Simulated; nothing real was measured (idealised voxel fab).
A process module follows: voxel self aligned contacts.
In the cross-section labelled cut, the width is 215 nm and each square cell is 5 nm.
Cross-section layout: square cells on a grid; listed as bands, top to bottom; a band spans one or more cell rows. First you get the band's top height and its bottom height, in nm, and then the materials it's made of, left to right, with each width in nm. If you see a single material with "full width", that one covers the band edge to edge. "empty" is empty space. Zero point of the height axis is 0; under it, received wafer = one material. Lowest band: continues down indefinitely, "0 down". Width "30 to 40": first value at the band's top row of cells, second value at its bottom row, equal change from row to row. Where a step carries "stayed the same", the cross-section came out of it unchanged, cell for cell. For the entry "Sealed void list", the listed items are empty spaces with no open way to the top whose size is 8 cells or more; each item follows the pattern width x height at distance, where distance is from the left edge and all three are in nm. What comes after the settings on a step's line is commentary from the simulator itself on that step. A step line may carry the setting "overlay nm", which, for steps involving a mask, states the distance by which the mask lay to the right of its intended position; negative values denote displacement to the left.

### Intended process steps
1,RECEIVE,material Si
2,CONFORMAL_DEP,material SiO2,thk nm 5
3,DIRECTIONAL_DEP,material polySi,thk nm 30
4,DIRECTIONAL_DEP,material SiN,thk nm 25
5,PATTERN,tone cover,mask id GATE,material resist,width nm 30,pitch nm 70,thk nm 15,overlay nm 0
6,DIRECTIONAL_ETCH,etch materials SiN,depth nm 25
7,DIRECTIONAL_ETCH,etch materials polySi,depth nm 30
8,STRIP,etch materials resist
9,CONFORMAL_DEP,material SiN,thk nm 10
10,DIRECTIONAL_ETCH,etch materials SiN,depth nm 10
11,FILL_DEP,material SiO2,thk nm 10
12,CMP,height nm 65
13,DIRECTIONAL_DEP,material aC,thk nm 15
14,PATTERN,tone open,mask id CONTACT,material resist,width nm 50,pitch nm 70,thk nm 35,overlay nm -15
15,DIRECTIONAL_ETCH,etch materials aC,depth nm 15
16,STRIP,etch materials resist
17,DIRECTIONAL_ETCH,etch materials SiO2,depth nm 65
18,STRIP,etch materials aC
19,CONFORMAL_DEP,material TiN,thk nm 5
20,FILL_DEP,material W,thk nm 10
21,CMP,height nm 65
22,CONFORMAL_DEP,material SiN,thk nm 5
For this document, wafers share an identical start and vary in the step 14 overlay nm; the plan quotes the first wafer's value.

### Here's the first of the wafers in cross-section, just as we got it, i.e. after step 1
> 0 down = Si full width
> Sealed void list: none

### End of module: cross-section of the first of several wafers after step 22, the last step
> 70 to 65 = SiN full width
> 65 to 60 = 30 nm SiO2, then 35 nm TiN, then 10 nm W, then 5 nm TiN, then 20 nm SiO2, then 35 nm TiN, then 10 nm W, then 5 nm TiN, then 65 nm SiO2
> 60 to 35 = 10 nm SiO2, then 50 nm SiN, then 5 nm TiN, then 10 nm W, then 5 nm TiN, then 50 nm SiN, then 5 nm TiN, then 10 nm W, then 5 nm TiN, then 50 nm SiN, then 15 nm SiO2
> 35 to 5 = 10 nm SiO2, then 10 nm SiN, then 30 nm polySi, then 10 nm SiN, then 5 nm TiN, then 10 nm W, then 5 nm TiN, then 10 nm SiN, then 30 nm polySi, then 10 nm SiN, then 5 nm TiN, then 10 nm W, then 5 nm TiN, then 10 nm SiN, then 30 nm polySi, then 10 nm SiN, then 15 nm SiO2
> 5 to 0 = 60 nm SiO2, then 20 nm TiN, then 50 nm SiO2, then 20 nm TiN, then 65 nm SiO2
> 0 down = Si full width
> Sealed void list: none

### At the end of the module, the last of several wafers in cross-section
> 70 to 65 = SiN full width
> 65 to 60 = 60 nm SiO2, then 5 nm TiN, then 10 nm W, then 35 nm TiN, then 20 nm SiO2, then 5 nm TiN, then 10 nm W, then 35 nm TiN, then 35 nm SiO2
> 60 to 35 = 10 nm SiO2, then 50 nm SiN, then 5 nm TiN, then 10 nm W, then 5 nm TiN, then 50 nm SiN, then 5 nm TiN, then 10 nm W, then 5 nm TiN, then 50 nm SiN, then 15 nm SiO2
> 35 to 5 = 10 nm SiO2, then 10 nm SiN, then 30 nm polySi, then 10 nm SiN, then 5 nm TiN, then 10 nm W, then 5 nm TiN, then 10 nm SiN, then 30 nm polySi, then 10 nm SiN, then 5 nm TiN, then 10 nm W, then 5 nm TiN, then 10 nm SiN, then 30 nm polySi, then 10 nm SiN, then 15 nm SiO2
> 5 to 0 = 60 nm SiO2, then 20 nm TiN, then 50 nm SiO2, then 20 nm TiN, then 65 nm SiO2
> 0 down = Si full width
> Sealed void list: none

### Per wafer (row), end of module: delta in cells per material since receipt, (+) for gained, (-) for lost; closed voids after that
overlay nm -15 | +265 SiN | +113 SiO2 | +68 TiN | +48 W | +108 polySi | Sealed void list: none
overlay nm -10 | +265 SiN | +113 SiO2 | +68 TiN | +48 W | +108 polySi | Sealed void list: none
overlay nm -5 | +265 SiN | +113 SiO2 | +68 TiN | +48 W | +108 polySi | Sealed void list: none
overlay nm 0 | +265 SiN | +113 SiO2 | +68 TiN | +48 W | +108 polySi | Sealed void list: none
overlay nm 5 | +265 SiN | +113 SiO2 | +68 TiN | +48 W | +108 polySi | Sealed void list: none
overlay nm 10 | +265 SiN | +113 SiO2 | +68 TiN | +48 W | +108 polySi | Sealed void list: none
overlay nm 15 | +265 SiN | +113 SiO2 | +68 TiN | +48 W | +108 polySi | Sealed void list: none
